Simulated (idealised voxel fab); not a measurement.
This section sets out a process module, namely voxel gate over fins.
In the cross-section labelled cut, the width is 225 nm and each square cell is 5 nm.
Cross-section, as written here: a square-cell grid given band by band from the top down, where a band holds one or more rows of cells.
Top, bottom (nm), then materials left to right with widths (nm); lone material tagged "everywhere" fills the whole band edge to edge; "empty" = empty space.
Measure heights from 0. That's the level where, below it, the as-received wafer is all one material. The lowest band is bottomless and extends downward; write it as in "0 and below".
A two-number width, for instance "30 to 40", indicates that the width is equal to the first number in the top row of the band and to the second number in the bottom row, and that it changes by a constant amount per row of cells.
Key: "nothing different" - step with no changed cell in the cross-section.
This entry, "Closed void list", enumerates those empty regions of no fewer than 8 cells that possess no open connection to the top. Each region is reported in the form width x height at distance, the distance being taken from the left edge, with all three quantities expressed in nm.
Formally, on a step line, whatever follows the settings is a remark that the simulator itself makes on the step.
overlay nm: mask right of planned place by this much (step with mask). Neg. = left.

**Set out below are the planned steps of the process**
step 1: RECEIVE,material Si
step 2: CONFORMAL_DEP,material SiN,thk nm 10
step 3: PATTERN,tone cover,mask id FINS,material resist,width nm 15,pitch nm 35,thk nm 20,overlay nm 0
step 4: DIRECTIONAL_ETCH,etch materials SiN,depth nm 10
step 5: DIRECTIONAL_ETCH,etch materials Si,depth nm 30
step 6: STRIP,etch materials resist
step 7: OXIDIZE,depth nm 5
step 8: FILL_DEP,material SiO2,thk nm 10
step 9: CMP,height nm 10
step 10: SELECTIVE_ETCH,etch materials SiO2,depth nm 25
step 11: STRIP,etch materials SiN
step 12: CONFORMAL_DEP,material HfO2,thk nm 5
step 13: CONFORMAL_DEP,material TiN,thk nm 5
step 14: CONFORMAL_DEP,material TiAl,thk nm 5
step 15: CONFORMAL_DEP,material TiN,thk nm 5
step 16: FILL_DEP,material W,thk nm 15
step 17: CMP,height nm 30
step 18: CONFORMAL_DEP,material SiN,thk nm 10

**So this is the incoming wafer in cross-section - it's already been through step 1**
    0 and below: Si everywhere
    Closed void list: none

**Post-module cross-section of the first of two wafers (run per plan)**
    40 down to 30: SiN everywhere
    30 down to 20: W everywhere
    20 down to 15: W (55); TiN (115); W (55)
    15 down to 10: W (55); TiN (5); TiAl (105); TiN (5); W (55)
    10 down to 5: W (55); TiN (5); TiAl (5); TiN (25); TiAl (10); TiN (25); TiAl (10); TiN (25); TiAl (5); TiN (5); W (55)
    5 down to 0: TiN (60); TiAl (5); TiN (5); HfO2 (15); TiN (5); TiAl (10); TiN (5); HfO2 (15); TiN (5); TiAl (10); TiN (5); HfO2 (15); TiN (5); TiAl (5); TiN (60)
    0 down to -5: TiAl (65); TiN (5); HfO2 (5); Si (5); HfO2 (5); TiN (5); TiAl (10); TiN (5); HfO2 (5); Si (5); HfO2 (5); TiN (5); TiAl (10); TiN (5); HfO2 (5); Si (5); HfO2 (5); TiN (5); TiAl (65)
    -5 down to -10: TiN (70); HfO2 (5); Si (5); HfO2 (5); TiN (20); HfO2 (5); Si (5); HfO2 (5); TiN (20); HfO2 (5); Si (5); HfO2 (5); TiN (70)
    -10 down to -15: HfO2 (75); Si (5); HfO2 (30); Si (5); HfO2 (30); Si (5); HfO2 (75)
    -15 down to -35: SiO2 (75); Si (5); SiO2 (30); Si (5); SiO2 (30); Si (5); SiO2 (75)
    -35 and below: Si everywhere
    Closed void list: none

**Cross-section, wafer two of two, end of module: same start and plan as wafer one, one error in execution**
    40 down to 30: SiN everywhere
    30 down to 15: W everywhere
    15 down to 5: W (60); TiN (105); W (60)
    5 down to 0: W (60); TiN (10); HfO2 (15); TiN (20); HfO2 (15); TiN (20); HfO2 (15); TiN (10); W (60)
    0 down to -10: TiN (70); HfO2 (5); Si (5); HfO2 (5); TiN (20); HfO2 (5); Si (5); HfO2 (5); TiN (20); HfO2 (5); Si (5); HfO2 (5); TiN (70)
    -10 down to -15: HfO2 (75); Si (5); HfO2 (30); Si (5); HfO2 (30); Si (5); HfO2 (75)
    -15 down to -35: SiO2 (75); Si (5); SiO2 (30); Si (5); SiO2 (30); Si (5); SiO2 (75)
    -35 and below: Si everywhere
    Closed void list: none
Nonconformance to the process plan: step 14 of the plan was excluded from execution and never run
The second wafer ends with more or fewer cells of some materials than the first, per final count: 63 fewer of TiAl; 12 more of TiN; 51 more of W
